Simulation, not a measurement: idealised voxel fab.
process module | voxel self aligned vias
cross-section cut | 275 nm wide | cells 5 nm
A cross-section is a grid of square cells, given in bands from the top down. A band is one or more rows of cells.
Each band's line starts with the height of the band's top and of its bottom, in nm. Then come its materials from left to right, each with its width in nm. One material with "throughout" fills the band from edge to edge. "air" is empty space.
Height 0 is the level under which the wafer as received is all one material. The lowest band goes on downwards, as in "0 down".
A width such as "30 to 40" changes by the same amount from each row of cells to the next, from the band's top row to its bottom row.
"no change" after a step means that no cell of the cross-section changed.
closed voids: empty space of 8 cells or more with no open way to the top, each as width x height at its distance from the left edge, in nm
after a step's settings: what the simulator itself notes on the step
overlay nm, on a step with a mask: how far to the right of its planned place the mask lay; to the left if negative
plan
1 op RECEIVE | material Si
2 op CONFORMAL_DEP | material SiO2 | thk nm 15
3 op CONFORMAL_DEP | material SiCN | thk nm 5
4 op DIRECTIONAL_DEP | material SiO2 | thk nm 25
5 op DIRECTIONAL_DEP | material aC | thk nm 15
6 op PATTERN | tone open | mask id LINES | material resist | width nm 30 | pitch nm 70 | thk nm 30 | overlay nm 0
7 op DIRECTIONAL_ETCH | etch materials aC | depth nm 15
8 op STRIP | etch materials resist
9 op DIRECTIONAL_ETCH | etch materials SiO2 | depth nm 25
10 op STRIP | etch materials aC
11 op CONFORMAL_DEP | material TiN | thk nm 5
12 op FILL_DEP | material W | thk nm 5
13 op CMP | height nm 45
14 op SELECTIVE_ETCH | etch materials W Ru TiN | depth nm 10
15 op FILL_DEP | material SiN | thk nm 10
16 op CMP | height nm 45
17 op DIRECTIONAL_DEP | material SiO2 | thk nm 15
18 op PATTERN | tone open | mask id VIAS | material resist | width nm 40 | pitch nm 70 | thk nm 15 | overlay nm 0
19 op DIRECTIONAL_ETCH | etch materials SiO2 | depth nm 15
20 op DIRECTIONAL_ETCH | etch materials SiN | depth nm 10
21 op STRIP | etch materials resist
22 op CONFORMAL_DEP | material TiN | thk nm 5
23 op FILL_DEP | material Cu | thk nm 10
24 op CMP | height nm 60
25 op CONFORMAL_DEP | material SiCN | thk nm 5
first wafer, as planned
as received, after step 1
  0 down: Si throughout
  closed voids: none
after step 2
  15 to 0: SiO2 throughout
  below 0: unchanged
after step 3
  20 to 15: SiCN throughout
  below 15: unchanged
after step 4
  45 to 20: SiO2 throughout
  below 20: unchanged
after step 5
  60 to 45: aC throughout
  below 45: unchanged
after step 6
  90 to 60: resist 85 | air 30 | resist 40 | air 30 | resist 90
  below 60: unchanged
after step 7
  75 to 60: resist 85 | air 30 | resist 40 | air 30 | resist 90
  60 to 45: aC 85 | air 30 | aC 40 | air 30 | aC 90
  below 45: unchanged
after step 8
  60 to 45: aC 85 | air 30 | aC 40 | air 30 | aC 90
  below 45: unchanged
after step 9
  60 to 45: aC 85 | air 30 | aC 40 | air 30 | aC 90
  45 to 20: SiO2 85 | air 30 | SiO2 40 | air 30 | SiO2 90
  below 20: unchanged
after step 10
  45 to 20: SiO2 85 | air 30 | SiO2 40 | air 30 | SiO2 90
  below 20: unchanged
after step 11
  50 to 45: TiN 90 | air 20 | TiN 50 | air 20 | TiN 95
  45 to 25: SiO2 85 | TiN 5 | air 20 | TiN 5 | SiO2 40 | TiN 5 | air 20 | TiN 5 | SiO2 90
  25 to 20: SiO2 85 | TiN 30 | SiO2 40 | TiN 30 | SiO2 90
  below 20: unchanged
after step 12
  55 to 50: W throughout
  50 to 45: TiN 90 | W 20 | TiN 50 | W 20 | TiN 95
  45 to 25: SiO2 85 | TiN 5 | W 20 | TiN 5 | SiO2 40 | TiN 5 | W 20 | TiN 5 | SiO2 90
  below 25: unchanged
after step 13
  45 to 25: SiO2 85 | TiN 5 | W 20 | TiN 5 | SiO2 40 | TiN 5 | W 20 | TiN 5 | SiO2 90
  below 25: unchanged
after step 14
  45 to 35: SiO2 85 | air 30 | SiO2 40 | air 30 | SiO2 90
  below 35: unchanged
after step 15
  55 to 45: SiN throughout
  45 to 35: SiO2 85 | SiN 30 | SiO2 40 | SiN 30 | SiO2 90
  below 35: unchanged
after step 16
  45 to 35: SiO2 85 | SiN 30 | SiO2 40 | SiN 30 | SiO2 90
  below 35: unchanged
after step 17
  60 to 45: SiO2 throughout
  below 45: unchanged
after step 18
  75 to 60: resist 80 | air 40 | resist 30 | air 40 | resist 85
  below 60: unchanged
after step 19
  75 to 60: resist 80 | air 40 | resist 30 | air 40 | resist 85
  60 to 45: SiO2 80 | air 40 | SiO2 30 | air 40 | SiO2 85
  below 45: unchanged
after step 20
  75 to 60: resist 80 | air 40 | resist 30 | air 40 | resist 85
  60 to 45: SiO2 80 | air 40 | SiO2 30 | air 40 | SiO2 85
  45 to 35: SiO2 85 | air 30 | SiO2 40 | air 30 | SiO2 90
  below 35: unchanged
after step 21
  60 to 45: SiO2 80 | air 40 | SiO2 30 | air 40 | SiO2 85
  below 45: unchanged
after step 22
  65 to 60: TiN 85 | air 30 | TiN 40 | air 30 | TiN 90
  60 to 50: SiO2 80 | TiN 5 | air 30 | TiN 5 | SiO2 30 | TiN 5 | air 30 | TiN 5 | SiO2 85
  50 to 40: SiO2 80 to 85 | TiN 10 to 5 | air 20 | TiN 10 to 5 | SiO2 30 to 40 | TiN 10 to 5 | air 20 | TiN 10 to 5 | SiO2 85 to 90
  40 to 35: SiO2 85 | TiN 30 | SiO2 40 | TiN 30 | SiO2 90
  below 35: unchanged
after step 23
  75 to 65: Cu throughout
  65 to 60: TiN 85 | Cu 30 | TiN 40 | Cu 30 | TiN 90
  60 to 50: SiO2 80 | TiN 5 | Cu 30 | TiN 5 | SiO2 30 | TiN 5 | Cu 30 | TiN 5 | SiO2 85
  50 to 40: SiO2 80 to 85 | TiN 10 to 5 | Cu 20 | TiN 10 to 5 | SiO2 30 to 40 | TiN 10 to 5 | Cu 20 | TiN 10 to 5 | SiO2 85 to 90
  below 40: unchanged
after step 24
  60 to 50: SiO2 80 | TiN 5 | Cu 30 | TiN 5 | SiO2 30 | TiN 5 | Cu 30 | TiN 5 | SiO2 85
  below 50: unchanged
after step 25
  65 to 60: SiCN throughout
  below 60: unchanged
second wafer: like start, like plan, one mistake. Through step 1 it matches the first wafer
when step 2 should have ended
  5 to 0: SiCN throughout
  below 0: unchanged
when step 3 should have ended
  20 to 5: SiO2 throughout
  below 5: unchanged
when step 4 should have ended
  45 to 5: SiO2 throughout
  below 5: unchanged
when step 5 should have ended
  60 to 45: aC throughout
  below 45: unchanged
when step 6 should have ended
  90 to 60: resist 85 | air 30 | resist 40 | air 30 | resist 90
  below 60: unchanged
when step 7 should have ended
  75 to 60: resist 85 | air 30 | resist 40 | air 30 | resist 90
  60 to 45: aC 85 | air 30 | aC 40 | air 30 | aC 90
  below 45: unchanged
when step 8 should have ended
  60 to 45: aC 85 | air 30 | aC 40 | air 30 | aC 90
  below 45: unchanged
when step 9 should have ended
  60 to 45: aC 85 | air 30 | aC 40 | air 30 | aC 90
  45 to 20: SiO2 85 | air 30 | SiO2 40 | air 30 | SiO2 90
  below 20: unchanged
when step 10 should have ended
  45 to 20: SiO2 85 | air 30 | SiO2 40 | air 30 | SiO2 90
  below 20: unchanged
when step 11 should have ended
  50 to 45: TiN 90 | air 20 | TiN 50 | air 20 | TiN 95
  45 to 25: SiO2 85 | TiN 5 | air 20 | TiN 5 | SiO2 40 | TiN 5 | air 20 | TiN 5 | SiO2 90
  25 to 20: SiO2 85 | TiN 30 | SiO2 40 | TiN 30 | SiO2 90
  below 20: unchanged
when step 12 should have ended
  55 to 50: W throughout
  50 to 45: TiN 90 | W 20 | TiN 50 | W 20 | TiN 95
  45 to 25: SiO2 85 | TiN 5 | W 20 | TiN 5 | SiO2 40 | TiN 5 | W 20 | TiN 5 | SiO2 90
  below 25: unchanged
when step 13 should have ended
  45 to 25: SiO2 85 | TiN 5 | W 20 | TiN 5 | SiO2 40 | TiN 5 | W 20 | TiN 5 | SiO2 90
  below 25: unchanged
when step 14 should have ended
  45 to 35: SiO2 85 | air 30 | SiO2 40 | air 30 | SiO2 90
  below 35: unchanged
when step 15 should have ended
  55 to 45: SiN throughout
  45 to 35: SiO2 85 | SiN 30 | SiO2 40 | SiN 30 | SiO2 90
  below 35: unchanged
when step 16 should have ended
  45 to 35: SiO2 85 | SiN 30 | SiO2 40 | SiN 30 | SiO2 90
  below 35: unchanged
when step 17 should have ended
  60 to 45: SiO2 throughout
  below 45: unchanged
when step 18 should have ended
  75 to 60: resist 80 | air 40 | resist 30 | air 40 | resist 85
  below 60: unchanged
when step 19 should have ended
  75 to 60: resist 80 | air 40 | resist 30 | air 40 | resist 85
  60 to 45: SiO2 80 | air 40 | SiO2 30 | air 40 | SiO2 85
  below 45: unchanged
when step 20 should have ended
  75 to 60: resist 80 | air 40 | resist 30 | air 40 | resist 85
  60 to 45: SiO2 80 | air 40 | SiO2 30 | air 40 | SiO2 85
  45 to 35: SiO2 85 | air 30 | SiO2 40 | air 30 | SiO2 90
  below 35: unchanged
when step 21 should have ended
  60 to 45: SiO2 80 | air 40 | SiO2 30 | air 40 | SiO2 85
  below 45: unchanged
when step 22 should have ended
  65 to 60: TiN 85 | air 30 | TiN 40 | air 30 | TiN 90
  60 to 50: SiO2 80 | TiN 5 | air 30 | TiN 5 | SiO2 30 | TiN 5 | air 30 | TiN 5 | SiO2 85
  50 to 40: SiO2 80 to 85 | TiN 10 to 5 | air 20 | TiN 10 to 5 | SiO2 30 to 40 | TiN 10 to 5 | air 20 | TiN 10 to 5 | SiO2 85 to 90
  40 to 35: SiO2 85 | TiN 30 | SiO2 40 | TiN 30 | SiO2 90
  below 35: unchanged
when step 23 should have ended
  75 to 65: Cu throughout
  65 to 60: TiN 85 | Cu 30 | TiN 40 | Cu 30 | TiN 90
  60 to 50: SiO2 80 | TiN 5 | Cu 30 | TiN 5 | SiO2 30 | TiN 5 | Cu 30 | TiN 5 | SiO2 85
  50 to 40: SiO2 80 to 85 | TiN 10 to 5 | Cu 20 | TiN 10 to 5 | SiO2 30 to 40 | TiN 10 to 5 | Cu 20 | TiN 10 to 5 | SiO2 85 to 90
  below 40: unchanged
when step 24 should have ended
  60 to 50: SiO2 80 | TiN 5 | Cu 30 | TiN 5 | SiO2 30 | TiN 5 | Cu 30 | TiN 5 | SiO2 85
  below 50: unchanged
when step 25 should have ended
  65 to 60: SiCN throughout
  below 60: unchanged
what went wrong: steps 2 and 3 were swapped
at the end the second wafer has, in cells: as many of each material as the first, in other places
